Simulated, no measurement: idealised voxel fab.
process module | voxel transistor to metal
cross-section cut | 160 nm wide | cells 5 nm
A cross-section is a grid of square cells, given in bands from the top down. A band is one or more rows of cells.
Each band's line starts with the height of the band's top and of its bottom, in nm. Then come its materials from left to right, each with its width in nm. One material with "throughout" fills the band from edge to edge. "air" is empty space.
Height 0 is the level under which the wafer as received is all one material. The lowest band goes on downwards, as in "0 down".
A width such as "30 to 40" changes by the same amount from each row of cells to the next, from the band's top row to its bottom row.
"no change" after a step means that no cell of the cross-section changed.
closed voids: empty space of 8 cells or more with no open way to the top, each as width x height at its distance from the left edge, in nm
after a step's settings: what the simulator itself notes on the step
overlay nm, on a step with a mask: how far to the right of its planned place the mask lay; to the left if negative
plan
1 op RECEIVE | material Si
2 op OXIDIZE | depth nm 5
3 op CONFORMAL_DEP | material SiN | thk nm 10
4 op MASKED_ETCH | tone cover | mask id ACTIVE | width nm 100 | etch materials SiN | depth nm 10 | overlay nm 0
5 op MASKED_ETCH | tone cover | mask id ACTIVE | width nm 100 | etch materials SiO2 | depth nm 5 | overlay nm 0
6 op MASKED_ETCH | tone cover | mask id ACTIVE | width nm 100 | etch materials Si | depth nm 30 | overlay nm 0
7 op FILL_DEP | material SiO2 | thk nm 5
8 op CMP | height nm 10
9 op SELECTIVE_ETCH | etch materials SiO2 | depth nm 5
10 op STRIP | etch materials SiN
11 op SELECTIVE_ETCH | etch materials SiO2 | depth nm 5
12 op OXIDIZE | depth nm 5
13 op DIRECTIONAL_DEP | material polySi | thk nm 30
14 op DIRECTIONAL_DEP | material SiCN | thk nm 15
15 op DIRECTIONAL_DEP | material aC | thk nm 10
16 op PATTERN | tone cover | mask id GATE | material resist | width nm 20 | thk nm 30 | overlay nm 0
17 op DIRECTIONAL_ETCH | etch materials aC | depth nm 10
18 op STRIP | etch materials resist
19 op DIRECTIONAL_ETCH | etch materials SiCN | depth nm 25
20 op DIRECTIONAL_ETCH | etch materials polySi | depth nm 40
21 op STRIP | etch materials aC
22 op CONFORMAL_DEP | material SiO2 | thk nm 5
23 op DIRECTIONAL_ETCH | etch materials SiO2 | depth nm 5
24 op CONFORMAL_DEP | material SiN | thk nm 10
25 op DIRECTIONAL_ETCH | etch materials SiN | depth nm 10
26 op DIRECTIONAL_ETCH | etch materials SiO2 | depth nm 5
27 op DIRECTIONAL_ETCH | etch materials Si | depth nm 15
28 op EPI | material SiGe | thk nm 15
29 op FILL_DEP | material SiO2 | thk nm 5
30 op CMP | height nm 40
31 op DIRECTIONAL_DEP | material SiO2 | thk nm 15
32 op DIRECTIONAL_DEP | material aC | thk nm 10
33 op PATTERN | tone open | mask id CONTACT | material resist | width nm 25 | pitch nm 55 | thk nm 30 | overlay nm 0
34 op DIRECTIONAL_ETCH | etch materials aC | depth nm 10
35 op STRIP | etch materials resist
36 op DIRECTIONAL_ETCH | etch materials SiO2 | depth nm 50
37 op STRIP | etch materials aC
38 op CONFORMAL_DEP | material TiN | thk nm 5
39 op FILL_DEP | material Ru | thk nm 5
40 op CMP | height nm 55
41 op DIRECTIONAL_DEP | material TiN | thk nm 5
42 op DIRECTIONAL_DEP | material W | thk nm 25
43 op PATTERN | tone cover | mask id METAL_1 | material resist | width nm 15 | pitch nm 65 | thk nm 15 | overlay nm 0
44 op DIRECTIONAL_ETCH | etch materials W | depth nm 25
45 op DIRECTIONAL_ETCH | etch materials TiN | depth nm 5
46 op STRIP | etch materials resist
47 op FILL_DEP | material lowk | thk nm 5
48 op CMP | height nm 85
49 op CONFORMAL_DEP | material SiCN | thk nm 5
as received, after step 1
  0 down: Si throughout
  closed voids: none
first wafer at the end, as planned
  90 to 85: SiCN throughout
  85 to 60: lowk 40 | W 15 | lowk 50 | W 15 | lowk 40
  60 to 55: lowk 40 | TiN 15 | lowk 50 | TiN 15 | lowk 40
  55 to 45: SiO2 40 | TiN 5 | Ru 15 | TiN 5 | SiO2 30 | TiN 5 | Ru 15 | TiN 5 | SiO2 40
  45 to 40: SiO2 40 | TiN 5 | Ru 5 | TiN 15 | SiO2 30 | TiN 15 | Ru 5 | TiN 5 | SiO2 40
  40 to 25: SiO2 40 | TiN 5 | Ru 5 | TiN 5 | SiN 10 | SiO2 5 | SiCN 20 | SiO2 5 | SiN 10 | TiN 5 | Ru 5 | TiN 5 | SiO2 40
  25 to 10: SiO2 40 | TiN 5 | Ru 5 | TiN 5 | SiN 10 | SiO2 5 | polySi 20 | SiO2 5 | SiN 10 | TiN 5 | Ru 5 | TiN 5 | SiO2 40
  10 to 5: SiO2 40 | TiN 15 | SiN 10 | SiO2 5 | polySi 20 | SiO2 5 | SiN 10 | TiN 15 | SiO2 40
  5 to 0: SiO2 35 | SiGe 20 | SiN 10 | SiO2 5 | polySi 20 | SiO2 5 | SiN 10 | SiGe 20 | SiO2 35
  0 to -5: SiO2 30 | SiN 10 | SiGe 15 | SiN 10 | SiO2 5 | polySi 20 | SiO2 5 | SiN 10 | SiGe 15 | SiN 10 | SiO2 30
  -5 to -10: SiO2 40 | SiGe 15 | SiO2 50 | SiGe 15 | SiO2 40
  -10 to -25: SiO2 30 | Si 10 | SiGe 15 | Si 50 | SiGe 15 | Si 10 | SiO2 30
  -25 to -35: SiO2 30 | Si 100 | SiO2 30
  -35 down: Si throughout
  closed voids: none
second wafer at the end: like start, like plan, one mistake
  90 to 85: SiCN throughout
  85 to 60: lowk 40 | W 15 | lowk 50 | W 15 | lowk 40
  60 to 55: lowk 40 | TiN 15 | lowk 50 | TiN 15 | lowk 40
  55 to 45: SiO2 45 | TiN 5 | Ru 5 | TiN 5 | SiO2 40 | TiN 5 | Ru 5 | TiN 5 | SiO2 45
  45 to 40: SiO2 45 | TiN 15 | SiO2 40 | TiN 15 | SiO2 45
  40 to 25: SiO2 45 | TiN 10 | SiN 10 | SiO2 5 | SiCN 20 | SiO2 5 | SiN 10 | TiN 10 | SiO2 45
  25 to 5: SiO2 45 | TiN 10 | SiN 10 | SiO2 5 | polySi 20 | SiO2 5 | SiN 10 | TiN 10 | SiO2 45
  5 to 0: SiO2 35 | SiGe 20 | SiN 10 | SiO2 5 | polySi 20 | SiO2 5 | SiN 10 | SiGe 20 | SiO2 35
  0 to -5: SiO2 30 | SiN 10 | SiGe 15 | SiN 10 | SiO2 5 | polySi 20 | SiO2 5 | SiN 10 | SiGe 15 | SiN 10 | SiO2 30
  -5 to -10: SiO2 40 | SiGe 15 | SiO2 50 | SiGe 15 | SiO2 40
  -10 to -25: SiO2 30 | Si 10 | SiGe 15 | Si 50 | SiGe 15 | Si 10 | SiO2 30
  -25 to -35: SiO2 30 | Si 100 | SiO2 30
  -35 down: Si throughout
  closed voids: none
what went wrong: step 33 ran as: op PATTERN | tone open | mask id CONTACT | material resist | width nm 15 | pitch nm 55 | thk nm 30 | overlay nm 0
at the end the second wafer has, in cells: 22 fewer of Ru | 26 more of SiO2 | 4 fewer of TiN
